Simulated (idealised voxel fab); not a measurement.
Presented below is a process module, voxel wiring stack.
Cross-section cut spans 260 nm and uses square cells 5 nm in size.
Throughout this document, each cross-section is represented as a grid of square cells and is presented as a sequence of bands enumerated from the top downward, where a band comprises one or more rows of cells. Band: top and bottom heights (nm) first, top before bottom; then materials from left to right, widths in nm. "all across" marks a sole material filling the band edge to edge. "empty" denotes empty space. For the purposes of this specification, 0 denotes the height below which the wafer in its as-received condition is composed wholly of one material, and the lowermost band, lacking a lower limit, extends downward without end, as expressed in "0..down". A width given as "30 to 40" starts at the first number in the band's top row and ends at the second number in its bottom row, shifting by an equal amount at every step from row to row. Step note "stayed the same" = no cross-section cell changed. The entry titled "Trapped voids" provides the empty spaces that have no open way to the top, restricted to those of 8 cells or more. Each is presented as width x height at distance, the distance being measured from the left edge, with all three in nm. That trailing text on a step's line, after the settings, is the simulator's own remark on the step. overlay nm: right-of-plan distance of the mask on a masked step; negative values mean left-of-plan.
Process steps - plan
1,RECEIVE with material Si
2,CONFORMAL_DEP with material SiO2, thk nm 15
3,CONFORMAL_DEP with material SiCN, thk nm 5
4,DIRECTIONAL_DEP with material lowk, thk nm 15
5,DIRECTIONAL_DEP with material aC, thk nm 10
6,PATTERN with tone open, mask id METAL_1, material resist, width nm 20, pitch nm 40, thk nm 25, overlay nm 0
7,DIRECTIONAL_ETCH with etch materials aC, depth nm 10
8,STRIP with etch materials resist
9,DIRECTIONAL_ETCH with etch materials lowk, depth nm 15
10,DIRECTIONAL_ETCH with etch materials SiCN, depth nm 5
11,STRIP with etch materials aC
12,CONFORMAL_DEP with material TiN, thk nm 5
13,FILL_DEP with material Cu, thk nm 5
14,CMP with height nm 35
15,EPI with material Ru, thk nm 5
16,FILL_DEP with material SiCN, thk nm 5
17,DIRECTIONAL_DEP with material SiO2, thk nm 15
18,DIRECTIONAL_DEP with material aC, thk nm 15
19,PATTERN with tone open, mask id PLUG_1, material resist, width nm 15, pitch nm 40, thk nm 30, overlay nm 0
20,DIRECTIONAL_ETCH with etch materials aC, depth nm 15
21,STRIP with etch materials resist
22,DIRECTIONAL_ETCH with etch materials SiO2, depth nm 15
23,DIRECTIONAL_ETCH with etch materials SiCN, depth nm 5
24,STRIP with etch materials aC
25,EPI with material Ru, thk nm 10
26,EPI with material Ru, thk nm 10
27,CONFORMAL_DEP with material SiCN, thk nm 5
28,DIRECTIONAL_DEP with material lowk, thk nm 20
29,PATTERN with tone open, mask id METAL_2, material resist, width nm 20, pitch nm 40, thk nm 15, overlay nm 0
30,DIRECTIONAL_ETCH with etch materials lowk, depth nm 20
31,DIRECTIONAL_ETCH with etch materials SiCN, depth nm 5
32,STRIP with etch materials resist
33,CONFORMAL_DEP with material TiN, thk nm 5
34,FILL_DEP with material W, thk nm 5
35,CMP with height nm 85
36,CONFORMAL_DEP with material SiCN, thk nm 5
37,DIRECTIONAL_DEP with material lowk, thk nm 30
38,MASKED_ETCH with tone open, mask id METAL_3, width nm 20, pitch nm 40, etch materials lowk, depth nm 15, overlay nm 0
39,MASKED_ETCH with tone open, mask id METAL_3_HOLES, width nm 15, pitch nm 40, etch materials lowk, depth nm 15, overlay nm 0
40,MASKED_ETCH with tone open, mask id METAL_3_HOLES, width nm 15, pitch nm 40, etch materials SiCN, depth nm 5, overlay nm 0
41,CONFORMAL_DEP with material TiN, thk nm 5
42,FILL_DEP with material Cu, thk nm 5
43,CMP with height nm 120
44,CONFORMAL_DEP with material SiCN, thk nm 5
45,DIRECTIONAL_DEP with material SiO2, thk nm 20
46,MASKED_ETCH with tone open, mask id PLUG_3, width nm 15, pitch nm 40, etch materials SiO2, depth nm 20, overlay nm 0
47,MASKED_ETCH with tone open, mask id PLUG_3, width nm 15, pitch nm 40, etch materials SiCN, depth nm 5, overlay nm 0
48,EPI with material Ru, thk nm 10
49,EPI with material Ru, thk nm 10
50,EPI with material Ru, thk nm 5
51,DIRECTIONAL_DEP with material TiN, thk nm 5
52,DIRECTIONAL_DEP with material W, thk nm 25
53,MASKED_ETCH with tone cover, mask id METAL_4, width nm 20, pitch nm 40, etch materials W, depth nm 25, overlay nm 0
54,MASKED_ETCH with tone cover, mask id METAL_4, width nm 20, pitch nm 40, etch materials TiN, depth nm 5, overlay nm 0
55,CONFORMAL_DEP with material SiCN, thk nm 5
56,FILL_DEP with material SiO2, thk nm 5
57,CMP with height nm 175
58,CONFORMAL_DEP with material SiCN, thk nm 5
First wafer out of two, processed as planned
Received-state cross-section, reflecting completion of step 1
0..down: Si all across
Trapped voids: none
Sectional view: wafer, after step 2
15..0: SiO2 all across
Heights below 0 show no change.
Sectional view: wafer, after step 3
20..15: SiCN all across
Heights below 15 show no change.
Sectional view: wafer, after step 4
35..20: lowk all across
Heights below 20 show no change.
Sectional view: wafer, after step 5
45..35: aC all across
Heights below 35 show no change.
Sectional view: wafer, after step 6
70..45: resist 80 / empty 20 / resist 20 / empty 20 / resist 20 / empty 20 / resist 80
Heights below 45 show no change.
Sectional view: wafer, after step 7
60..45: resist 80 / empty 20 / resist 20 / empty 20 / resist 20 / empty 20 / resist 80
45..35: aC 80 / empty 20 / aC 20 / empty 20 / aC 20 / empty 20 / aC 80
Heights below 35 show no change.
Sectional view: wafer, after step 8
45..35: aC 80 / empty 20 / aC 20 / empty 20 / aC 20 / empty 20 / aC 80
Heights below 35 show no change.
Sectional view: wafer, after step 9
45..35: aC 80 / empty 20 / aC 20 / empty 20 / aC 20 / empty 20 / aC 80
35..20: lowk 80 / empty 20 / lowk 20 / empty 20 / lowk 20 / empty 20 / lowk 80
Heights below 20 show no change.
Sectional view: wafer, after step 10
45..35: aC 80 / empty 20 / aC 20 / empty 20 / aC 20 / empty 20 / aC 80
35..20: lowk 80 / empty 20 / lowk 20 / empty 20 / lowk 20 / empty 20 / lowk 80
20..15: SiCN 80 / empty 20 / SiCN 20 / empty 20 / SiCN 20 / empty 20 / SiCN 80
Heights below 15 show no change.
Sectional view: wafer, after step 11
35..20: lowk 80 / empty 20 / lowk 20 / empty 20 / lowk 20 / empty 20 / lowk 80
Heights below 20 show no change.
Sectional view: wafer, after step 12
40..35: TiN 85 / empty 10 / TiN 30 / empty 10 / TiN 30 / empty 10 / TiN 85
35..20: lowk 80 / TiN 5 / empty 10 / TiN 5 / lowk 20 / TiN 5 / empty 10 / TiN 5 / lowk 20 / TiN 5 / empty 10 / TiN 5 / lowk 80
20..15: SiCN 80 / TiN 20 / SiCN 20 / TiN 20 / SiCN 20 / TiN 20 / SiCN 80
Heights below 15 show no change.
Sectional view: wafer, after step 13
45..40: Cu all across
40..35: TiN 85 / Cu 10 / TiN 30 / Cu 10 / TiN 30 / Cu 10 / TiN 85
35..20: lowk 80 / TiN 5 / Cu 10 / TiN 5 / lowk 20 / TiN 5 / Cu 10 / TiN 5 / lowk 20 / TiN 5 / Cu 10 / TiN 5 / lowk 80
Heights below 20 show no change.
Sectional view: wafer, after step 14
35..20: lowk 80 / TiN 5 / Cu 10 / TiN 5 / lowk 20 / TiN 5 / Cu 10 / TiN 5 / lowk 20 / TiN 5 / Cu 10 / TiN 5 / lowk 80
Heights below 20 show no change.
Sectional view: wafer, after step 15
40..35: empty 75 / Ru 30 / empty 10 / Ru 30 / empty 10 / Ru 30 / empty 75
Heights below 35 show no change.
Sectional view: wafer, after step 16
45..40: SiCN all across
40..35: SiCN 75 / Ru 30 / SiCN 10 / Ru 30 / SiCN 10 / Ru 30 / SiCN 75
Heights below 35 show no change.
Sectional view: wafer, after step 17
60..45: SiO2 all across
Heights below 45 show no change.
Sectional view: wafer, after step 18
75..60: aC all across
Heights below 60 show no change.
Sectional view: wafer, after step 19
105..75: resist 80 / empty 15 / resist 25 / empty 15 / resist 25 / empty 15 / resist 85
Heights below 75 show no change.
Sectional view: wafer, after step 20
90..75: resist 80 / empty 15 / resist 25 / empty 15 / resist 25 / empty 15 / resist 85
75..60: aC 80 / empty 15 / aC 25 / empty 15 / aC 25 / empty 15 / aC 85
Heights below 60 show no change.
Sectional view: wafer, after step 21
75..60: aC 80 / empty 15 / aC 25 / empty 15 / aC 25 / empty 15 / aC 85
Heights below 60 show no change.
Sectional view: wafer, after step 22
75..60: aC 80 / empty 15 / aC 25 / empty 15 / aC 25 / empty 15 / aC 85
60..45: SiO2 80 / empty 15 / SiO2 25 / empty 15 / SiO2 25 / empty 15 / SiO2 85
Heights below 45 show no change.
Sectional view: wafer, after step 23
75..60: aC 80 / empty 15 / aC 25 / empty 15 / aC 25 / empty 15 / aC 85
60..45: SiO2 80 / empty 15 / SiO2 25 / empty 15 / SiO2 25 / empty 15 / SiO2 85
45..40: SiCN 80 / empty 15 / SiCN 25 / empty 15 / SiCN 25 / empty 15 / SiCN 85
Heights below 40 show no change.
Sectional view: wafer, after step 24
60..45: SiO2 80 / empty 15 / SiO2 25 / empty 15 / SiO2 25 / empty 15 / SiO2 85
Heights below 45 show no change.
Sectional view: wafer, after step 25
60..50: SiO2 80 / empty 15 / SiO2 25 / empty 15 / SiO2 25 / empty 15 / SiO2 85
50..45: SiO2 80 / Ru 15 / SiO2 25 / Ru 15 / SiO2 25 / Ru 15 / SiO2 85
45..35: SiCN 80 to 75 / Ru 15 to 30 / SiCN 25 to 10 / Ru 15 to 30 / SiCN 25 to 10 / Ru 15 to 30 / SiCN 85 to 75
Heights below 35 show no change.
Sectional view: wafer, after step 26
60..45: SiO2 80 / Ru 15 / SiO2 25 / Ru 15 / SiO2 25 / Ru 15 / SiO2 85
Heights below 45 show no change.
Sectional view: wafer, after step 27
65..60: SiCN all across
Heights below 60 show no change.
Sectional view: wafer, after step 28
85..65: lowk all across
Heights below 65 show no change.
Sectional view: wafer, after step 29
100..85: resist 80 / empty 20 / resist 20 / empty 20 / resist 20 / empty 20 / resist 80
Heights below 85 show no change.
Sectional view: wafer, after step 30
100..85: resist 80 / empty 20 / resist 20 / empty 20 / resist 20 / empty 20 / resist 80
85..65: lowk 80 / empty 20 / lowk 20 / empty 20 / lowk 20 / empty 20 / lowk 80
Heights below 65 show no change.
Sectional view: wafer, after step 31
100..85: resist 80 / empty 20 / resist 20 / empty 20 / resist 20 / empty 20 / resist 80
85..65: lowk 80 / empty 20 / lowk 20 / empty 20 / lowk 20 / empty 20 / lowk 80
65..60: SiCN 80 / empty 20 / SiCN 20 / empty 20 / SiCN 20 / empty 20 / SiCN 80
Heights below 60 show no change.
Sectional view: wafer, after step 32
85..65: lowk 80 / empty 20 / lowk 20 / empty 20 / lowk 20 / empty 20 / lowk 80
Heights below 65 show no change.
Sectional view: wafer, after step 33
90..85: TiN 85 / empty 10 / TiN 30 / empty 10 / TiN 30 / empty 10 / TiN 85
85..65: lowk 80 / TiN 5 / empty 10 / TiN 5 / lowk 20 / TiN 5 / empty 10 / TiN 5 / lowk 20 / TiN 5 / empty 10 / TiN 5 / lowk 80
65..60: SiCN 80 / TiN 20 / SiCN 20 / TiN 20 / SiCN 20 / TiN 20 / SiCN 80
Heights below 60 show no change.
Sectional view: wafer, after step 34
95..90: W all across
90..85: TiN 85 / W 10 / TiN 30 / W 10 / TiN 30 / W 10 / TiN 85
85..65: lowk 80 / TiN 5 / W 10 / TiN 5 / lowk 20 / TiN 5 / W 10 / TiN 5 / lowk 20 / TiN 5 / W 10 / TiN 5 / lowk 80
Heights below 65 show no change.
Sectional view: wafer, after step 35
85..65: lowk 80 / TiN 5 / W 10 / TiN 5 / lowk 20 / TiN 5 / W 10 / TiN 5 / lowk 20 / TiN 5 / W 10 / TiN 5 / lowk 80
Heights below 65 show no change.
Sectional view: wafer, after step 36
90..85: SiCN all across
Heights below 85 show no change.
Sectional view: wafer, after step 37
120..90: lowk all across
Heights below 90 show no change.
Sectional view: wafer, after step 38
120..105: lowk 80 / empty 20 / lowk 20 / empty 20 / lowk 20 / empty 20 / lowk 80
Heights below 105 show no change.
Sectional view: wafer, after step 39
120..105: lowk 80 / empty 20 / lowk 20 / empty 20 / lowk 20 / empty 20 / lowk 80
105..90: lowk 80 / empty 15 / lowk 25 / empty 15 / lowk 25 / empty 15 / lowk 85
Heights below 90 show no change.
Sectional view: wafer, after step 40
120..105: lowk 80 / empty 20 / lowk 20 / empty 20 / lowk 20 / empty 20 / lowk 80
105..90: lowk 80 / empty 15 / lowk 25 / empty 15 / lowk 25 / empty 15 / lowk 85
90..85: SiCN 80 / empty 15 / SiCN 25 / empty 15 / SiCN 25 / empty 15 / SiCN 85
Heights below 85 show no change.
Sectional view: wafer, after step 41
125..120: TiN 85 / empty 10 / TiN 30 / empty 10 / TiN 30 / empty 10 / TiN 85
120..110: lowk 80 / TiN 5 / empty 10 / TiN 5 / lowk 20 / TiN 5 / empty 10 / TiN 5 / lowk 20 / TiN 5 / empty 10 / TiN 5 / lowk 80
110..105: lowk 80 / TiN 5 / empty 5 / TiN 10 / lowk 20 / TiN 5 / empty 5 / TiN 10 / lowk 20 / TiN 5 / empty 5 / TiN 10 / lowk 80
105..90: lowk 80 / TiN 5 / empty 5 / TiN 5 / lowk 25 / TiN 5 / empty 5 / TiN 5 / lowk 25 / TiN 5 / empty 5 / TiN 5 / lowk 85
90..85: SiCN 80 / TiN 15 / SiCN 25 / TiN 15 / SiCN 25 / TiN 15 / SiCN 85
Heights below 85 show no change.
Sectional view: wafer, after step 42
130..125: Cu all across
125..120: TiN 85 / Cu 10 / TiN 30 / Cu 10 / TiN 30 / Cu 10 / TiN 85
120..110: lowk 80 / TiN 5 / Cu 10 / TiN 5 / lowk 20 / TiN 5 / Cu 10 / TiN 5 / lowk 20 / TiN 5 / Cu 10 / TiN 5 / lowk 80
110..105: lowk 80 / TiN 5 / Cu 5 / TiN 10 / lowk 20 / TiN 5 / Cu 5 / TiN 10 / lowk 20 / TiN 5 / Cu 5 / TiN 10 / lowk 80
105..90: lowk 80 / TiN 5 / Cu 5 / TiN 5 / lowk 25 / TiN 5 / Cu 5 / TiN 5 / lowk 25 / TiN 5 / Cu 5 / TiN 5 / lowk 85
Heights below 90 show no change.
Sectional view: wafer, after step 43
120..110: lowk 80 / TiN 5 / Cu 10 / TiN 5 / lowk 20 / TiN 5 / Cu 10 / TiN 5 / lowk 20 / TiN 5 / Cu 10 / TiN 5 / lowk 80
Heights below 110 show no change.
Sectional view: wafer, after step 44
125..120: SiCN all across
Heights below 120 show no change.
Sectional view: wafer, after step 45
145..125: SiO2 all across
Heights below 125 show no change.
Sectional view: wafer, after step 46
145..125: SiO2 80 / empty 15 / SiO2 25 / empty 15 / SiO2 25 / empty 15 / SiO2 85
Heights below 125 show no change.
Sectional view: wafer, after step 47
145..125: SiO2 80 / empty 15 / SiO2 25 / empty 15 / SiO2 25 / empty 15 / SiO2 85
125..120: SiCN 80 / empty 15 / SiCN 25 / empty 15 / SiCN 25 / empty 15 / SiCN 85
Heights below 120 show no change.
Sectional view: wafer, after step 48
145..130: SiO2 80 / empty 15 / SiO2 25 / empty 15 / SiO2 25 / empty 15 / SiO2 85
130..125: SiO2 80 / Ru 15 / SiO2 25 / Ru 15 / SiO2 25 / Ru 15 / SiO2 85
125..120: SiCN 80 / Ru 15 / SiCN 25 / Ru 15 / SiCN 25 / Ru 15 / SiCN 85
Heights below 120 show no change.
Sectional view: wafer, after step 49
145..140: SiO2 80 / empty 15 / SiO2 25 / empty 15 / SiO2 25 / empty 15 / SiO2 85
140..125: SiO2 80 / Ru 15 / SiO2 25 / Ru 15 / SiO2 25 / Ru 15 / SiO2 85
Heights below 125 show no change.
Sectional view: wafer, after step 50
145..125: SiO2 80 / Ru 15 / SiO2 25 / Ru 15 / SiO2 25 / Ru 15 / SiO2 85
Heights below 125 show no change.
Sectional view: wafer, after step 51
150..145: TiN all across
Heights below 145 show no change.
Sectional view: wafer, after step 52
175..150: W all across
Heights below 150 show no change.
Sectional view: wafer, after step 53
175..150: empty 80 / W 20 / empty 20 / W 20 / empty 20 / W 20 / empty 80
Heights below 150 show no change.
Sectional view: wafer, after step 54
175..150: empty 80 / W 20 / empty 20 / W 20 / empty 20 / W 20 / empty 80
150..145: empty 80 / TiN 20 / empty 20 / TiN 20 / empty 20 / TiN 20 / empty 80
Heights below 145 show no change.
Sectional view: wafer, after step 55
180..175: empty 75 / SiCN 30 / empty 10 / SiCN 30 / empty 10 / SiCN 30 / empty 75
175..150: empty 75 / SiCN 5 / W 20 / SiCN 5 / empty 10 / SiCN 5 / W 20 / SiCN 5 / empty 10 / SiCN 5 / W 20 / SiCN 5 / empty 75
150..145: SiCN 80 / TiN 20 / SiCN 20 / TiN 20 / SiCN 20 / TiN 20 / SiCN 80
Heights below 145 show no change.
Sectional view: wafer, after step 56
185..180: SiO2 all across
180..175: SiO2 75 / SiCN 30 / SiO2 10 / SiCN 30 / SiO2 10 / SiCN 30 / SiO2 75
175..150: SiO2 75 / SiCN 5 / W 20 / SiCN 5 / SiO2 10 / SiCN 5 / W 20 / SiCN 5 / SiO2 10 / SiCN 5 / W 20 / SiCN 5 / SiO2 75
Heights below 150 show no change.
Sectional view: wafer, after step 57
175..150: SiO2 75 / SiCN 5 / W 20 / SiCN 5 / SiO2 10 / SiCN 5 / W 20 / SiCN 5 / SiO2 10 / SiCN 5 / W 20 / SiCN 5 / SiO2 75
Heights below 150 show no change.
Sectional view: wafer, after step 58
180..175: SiCN all across
Heights below 175 show no change.
Second Wafer (Identical Start and Plan, One Processing Error; Matches First Wafer Through Step 12)
X-section, second wafer, when step 13 was due to finish
45..40: aC all across
40..35: TiN 85 / aC 10 / TiN 30 / aC 10 / TiN 30 / aC 10 / TiN 85
35..20: lowk 80 / TiN 5 / aC 10 / TiN 5 / lowk 20 / TiN 5 / aC 10 / TiN 5 / lowk 20 / TiN 5 / aC 10 / TiN 5 / lowk 80
Heights below 20 show no change.
X-section, second wafer, when step 14 was due to finish
35..20: lowk 80 / TiN 5 / aC 10 / TiN 5 / lowk 20 / TiN 5 / aC 10 / TiN 5 / lowk 20 / TiN 5 / aC 10 / TiN 5 / lowk 80
Heights below 20 show no change.
X-section, second wafer, when step 15 was due to finish
40..35: empty 75 / Ru 30 / empty 10 / Ru 30 / empty 10 / Ru 30 / empty 75
Heights below 35 show no change.
X-section, second wafer, when step 16 was due to finish
45..40: SiCN all across
40..35: SiCN 75 / Ru 30 / SiCN 10 / Ru 30 / SiCN 10 / Ru 30 / SiCN 75
Heights below 35 show no change.
X-section, second wafer, when step 17 was due to finish
60..45: SiO2 all across
Heights below 45 show no change.
X-section, second wafer, when step 18 was due to finish
75..60: aC all across
Heights below 60 show no change.
X-section, second wafer, when step 19 was due to finish
105..75: resist 80 / empty 15 / resist 25 / empty 15 / resist 25 / empty 15 / resist 85
Heights below 75 show no change.
X-section, second wafer, when step 20 was due to finish
90..75: resist 80 / empty 15 / resist 25 / empty 15 / resist 25 / empty 15 / resist 85
75..60: aC 80 / empty 15 / aC 25 / empty 15 / aC 25 / empty 15 / aC 85
Heights below 60 show no change.
X-section, second wafer, when step 21 was due to finish
75..60: aC 80 / empty 15 / aC 25 / empty 15 / aC 25 / empty 15 / aC 85
Heights below 60 show no change.
X-section, second wafer, when step 22 was due to finish
75..60: aC 80 / empty 15 / aC 25 / empty 15 / aC 25 / empty 15 / aC 85
60..45: SiO2 80 / empty 15 / SiO2 25 / empty 15 / SiO2 25 / empty 15 / SiO2 85
Heights below 45 show no change.
X-section, second wafer, when step 23 was due to finish
75..60: aC 80 / empty 15 / aC 25 / empty 15 / aC 25 / empty 15 / aC 85
60..45: SiO2 80 / empty 15 / SiO2 25 / empty 15 / SiO2 25 / empty 15 / SiO2 85
45..40: SiCN 80 / empty 15 / SiCN 25 / empty 15 / SiCN 25 / empty 15 / SiCN 85
Heights below 40 show no change.
X-section, second wafer, when step 24 was due to finish
60..45: SiO2 80 / empty 15 / SiO2 25 / empty 15 / SiO2 25 / empty 15 / SiO2 85
Heights below 45 show no change.
X-section, second wafer, when step 25 was due to finish
60..50: SiO2 80 / empty 15 / SiO2 25 / empty 15 / SiO2 25 / empty 15 / SiO2 85
50..45: SiO2 80 / Ru 15 / SiO2 25 / Ru 15 / SiO2 25 / Ru 15 / SiO2 85
45..35: SiCN 80 to 75 / Ru 15 to 30 / SiCN 25 to 10 / Ru 15 to 30 / SiCN 25 to 10 / Ru 15 to 30 / SiCN 85 to 75
Heights below 35 show no change.
X-section, second wafer, when step 26 was due to finish
60..45: SiO2 80 / Ru 15 / SiO2 25 / Ru 15 / SiO2 25 / Ru 15 / SiO2 85
Heights below 45 show no change.
X-section, second wafer, when step 27 was due to finish
65..60: SiCN all across
Heights below 60 show no change.
X-section, second wafer, when step 28 was due to finish
85..65: lowk all across
Heights below 65 show no change.
X-section, second wafer, when step 29 was due to finish
100..85: resist 80 / empty 20 / resist 20 / empty 20 / resist 20 / empty 20 / resist 80
Heights below 85 show no change.
X-section, second wafer, when step 30 was due to finish
100..85: resist 80 / empty 20 / resist 20 / empty 20 / resist 20 / empty 20 / resist 80
85..65: lowk 80 / empty 20 / lowk 20 / empty 20 / lowk 20 / empty 20 / lowk 80
Heights below 65 show no change.
X-section, second wafer, when step 31 was due to finish
100..85: resist 80 / empty 20 / resist 20 / empty 20 / resist 20 / empty 20 / resist 80
85..65: lowk 80 / empty 20 / lowk 20 / empty 20 / lowk 20 / empty 20 / lowk 80
65..60: SiCN 80 / empty 20 / SiCN 20 / empty 20 / SiCN 20 / empty 20 / SiCN 80
Heights below 60 show no change.
X-section, second wafer, when step 32 was due to finish
85..65: lowk 80 / empty 20 / lowk 20 / empty 20 / lowk 20 / empty 20 / lowk 80
Heights below 65 show no change.
X-section, second wafer, when step 33 was due to finish
90..85: TiN 85 / empty 10 / TiN 30 / empty 10 / TiN 30 / empty 10 / TiN 85
85..65: lowk 80 / TiN 5 / empty 10 / TiN 5 / lowk 20 / TiN 5 / empty 10 / TiN 5 / lowk 20 / TiN 5 / empty 10 / TiN 5 / lowk 80
65..60: SiCN 80 / TiN 20 / SiCN 20 / TiN 20 / SiCN 20 / TiN 20 / SiCN 80
Heights below 60 show no change.
X-section, second wafer, when step 34 was due to finish
95..90: W all across
90..85: TiN 85 / W 10 / TiN 30 / W 10 / TiN 30 / W 10 / TiN 85
85..65: lowk 80 / TiN 5 / W 10 / TiN 5 / lowk 20 / TiN 5 / W 10 / TiN 5 / lowk 20 / TiN 5 / W 10 / TiN 5 / lowk 80
Heights below 65 show no change.
X-section, second wafer, when step 35 was due to finish
85..65: lowk 80 / TiN 5 / W 10 / TiN 5 / lowk 20 / TiN 5 / W 10 / TiN 5 / lowk 20 / TiN 5 / W 10 / TiN 5 / lowk 80
Heights below 65 show no change.
X-section, second wafer, when step 36 was due to finish
90..85: SiCN all across
Heights below 85 show no change.
X-section, second wafer, when step 37 was due to finish
120..90: lowk all across
Heights below 90 show no change.
X-section, second wafer, when step 38 was due to finish
120..105: lowk 80 / empty 20 / lowk 20 / empty 20 / lowk 20 / empty 20 / lowk 80
Heights below 105 show no change.
X-section, second wafer, when step 39 was due to finish
120..105: lowk 80 / empty 20 / lowk 20 / empty 20 / lowk 20 / empty 20 / lowk 80
105..90: lowk 80 / empty 15 / lowk 25 / empty 15 / lowk 25 / empty 15 / lowk 85
Heights below 90 show no change.
X-section, second wafer, when step 40 was due to finish
120..105: lowk 80 / empty 20 / lowk 20 / empty 20 / lowk 20 / empty 20 / lowk 80
105..90: lowk 80 / empty 15 / lowk 25 / empty 15 / lowk 25 / empty 15 / lowk 85
90..85: SiCN 80 / empty 15 / SiCN 25 / empty 15 / SiCN 25 / empty 15 / SiCN 85
Heights below 85 show no change.
X-section, second wafer, when step 41 was due to finish
125..120: TiN 85 / empty 10 / TiN 30 / empty 10 / TiN 30 / empty 10 / TiN 85
120..110: lowk 80 / TiN 5 / empty 10 / TiN 5 / lowk 20 / TiN 5 / empty 10 / TiN 5 / lowk 20 / TiN 5 / empty 10 / TiN 5 / lowk 80
110..105: lowk 80 / TiN 5 / empty 5 / TiN 10 / lowk 20 / TiN 5 / empty 5 / TiN 10 / lowk 20 / TiN 5 / empty 5 / TiN 10 / lowk 80
105..90: lowk 80 / TiN 5 / empty 5 / TiN 5 / lowk 25 / TiN 5 / empty 5 / TiN 5 / lowk 25 / TiN 5 / empty 5 / TiN 5 / lowk 85
90..85: SiCN 80 / TiN 15 / SiCN 25 / TiN 15 / SiCN 25 / TiN 15 / SiCN 85
Heights below 85 show no change.
X-section, second wafer, when step 42 was due to finish
130..125: Cu all across
125..120: TiN 85 / Cu 10 / TiN 30 / Cu 10 / TiN 30 / Cu 10 / TiN 85
120..110: lowk 80 / TiN 5 / Cu 10 / TiN 5 / lowk 20 / TiN 5 / Cu 10 / TiN 5 / lowk 20 / TiN 5 / Cu 10 / TiN 5 / lowk 80
110..105: lowk 80 / TiN 5 / Cu 5 / TiN 10 / lowk 20 / TiN 5 / Cu 5 / TiN 10 / lowk 20 / TiN 5 / Cu 5 / TiN 10 / lowk 80
105..90: lowk 80 / TiN 5 / Cu 5 / TiN 5 / lowk 25 / TiN 5 / Cu 5 / TiN 5 / lowk 25 / TiN 5 / Cu 5 / TiN 5 / lowk 85
Heights below 90 show no change.
X-section, second wafer, when step 43 was due to finish
120..110: lowk 80 / TiN 5 / Cu 10 / TiN 5 / lowk 20 / TiN 5 / Cu 10 / TiN 5 / lowk 20 / TiN 5 / Cu 10 / TiN 5 / lowk 80
Heights below 110 show no change.
X-section, second wafer, when step 44 was due to finish
125..120: SiCN all across
Heights below 120 show no change.
X-section, second wafer, when step 45 was due to finish
145..125: SiO2 all across
Heights below 125 show no change.
X-section, second wafer, when step 46 was due to finish
145..125: SiO2 80 / empty 15 / SiO2 25 / empty 15 / SiO2 25 / empty 15 / SiO2 85
Heights below 125 show no change.
X-section, second wafer, when step 47 was due to finish
145..125: SiO2 80 / empty 15 / SiO2 25 / empty 15 / SiO2 25 / empty 15 / SiO2 85
125..120: SiCN 80 / empty 15 / SiCN 25 / empty 15 / SiCN 25 / empty 15 / SiCN 85
Heights below 120 show no change.
X-section, second wafer, when step 48 was due to finish
145..130: SiO2 80 / empty 15 / SiO2 25 / empty 15 / SiO2 25 / empty 15 / SiO2 85
130..125: SiO2 80 / Ru 15 / SiO2 25 / Ru 15 / SiO2 25 / Ru 15 / SiO2 85
125..120: SiCN 80 / Ru 15 / SiCN 25 / Ru 15 / SiCN 25 / Ru 15 / SiCN 85
Heights below 120 show no change.
X-section, second wafer, when step 49 was due to finish
145..140: SiO2 80 / empty 15 / SiO2 25 / empty 15 / SiO2 25 / empty 15 / SiO2 85
140..125: SiO2 80 / Ru 15 / SiO2 25 / Ru 15 / SiO2 25 / Ru 15 / SiO2 85
Heights below 125 show no change.
X-section, second wafer, when step 50 was due to finish
145..125: SiO2 80 / Ru 15 / SiO2 25 / Ru 15 / SiO2 25 / Ru 15 / SiO2 85
Heights below 125 show no change.
X-section, second wafer, when step 51 was due to finish
150..145: TiN all across
Heights below 145 show no change.
X-section, second wafer, when step 52 was due to finish
175..150: W all across
Heights below 150 show no change.
X-section, second wafer, when step 53 was due to finish
175..150: empty 80 / W 20 / empty 20 / W 20 / empty 20 / W 20 / empty 80
Heights below 150 show no change.
X-section, second wafer, when step 54 was due to finish
175..150: empty 80 / W 20 / empty 20 / W 20 / empty 20 / W 20 / empty 80
150..145: empty 80 / TiN 20 / empty 20 / TiN 20 / empty 20 / TiN 20 / empty 80
Heights below 145 show no change.
X-section, second wafer, when step 55 was due to finish
180..175: empty 75 / SiCN 30 / empty 10 / SiCN 30 / empty 10 / SiCN 30 / empty 75
175..150: empty 75 / SiCN 5 / W 20 / SiCN 5 / empty 10 / SiCN 5 / W 20 / SiCN 5 / empty 10 / SiCN 5 / W 20 / SiCN 5 / empty 75
150..145: SiCN 80 / TiN 20 / SiCN 20 / TiN 20 / SiCN 20 / TiN 20 / SiCN 80
Heights below 145 show no change.
X-section, second wafer, when step 56 was due to finish
185..180: SiO2 all across
180..175: SiO2 75 / SiCN 30 / SiO2 10 / SiCN 30 / SiO2 10 / SiCN 30 / SiO2 75
175..150: SiO2 75 / SiCN 5 / W 20 / SiCN 5 / SiO2 10 / SiCN 5 / W 20 / SiCN 5 / SiO2 10 / SiCN 5 / W 20 / SiCN 5 / SiO2 75
Heights below 150 show no change.
X-section, second wafer, when step 57 was due to finish
175..150: SiO2 75 / SiCN 5 / W 20 / SiCN 5 / SiO2 10 / SiCN 5 / W 20 / SiCN 5 / SiO2 10 / SiCN 5 / W 20 / SiCN 5 / SiO2 75
Heights below 150 show no change.
X-section, second wafer, when step 58 was due to finish
180..175: SiCN all across
Heights below 175 show no change.
Heads up, the wafer didn't run the way we planned it: step 13 did not happen as planned, as run it was FILL_DEP with material aC, thk nm 5
Materials where the second wafer ends with more or fewer cells than the first: Cu -18, aC +18
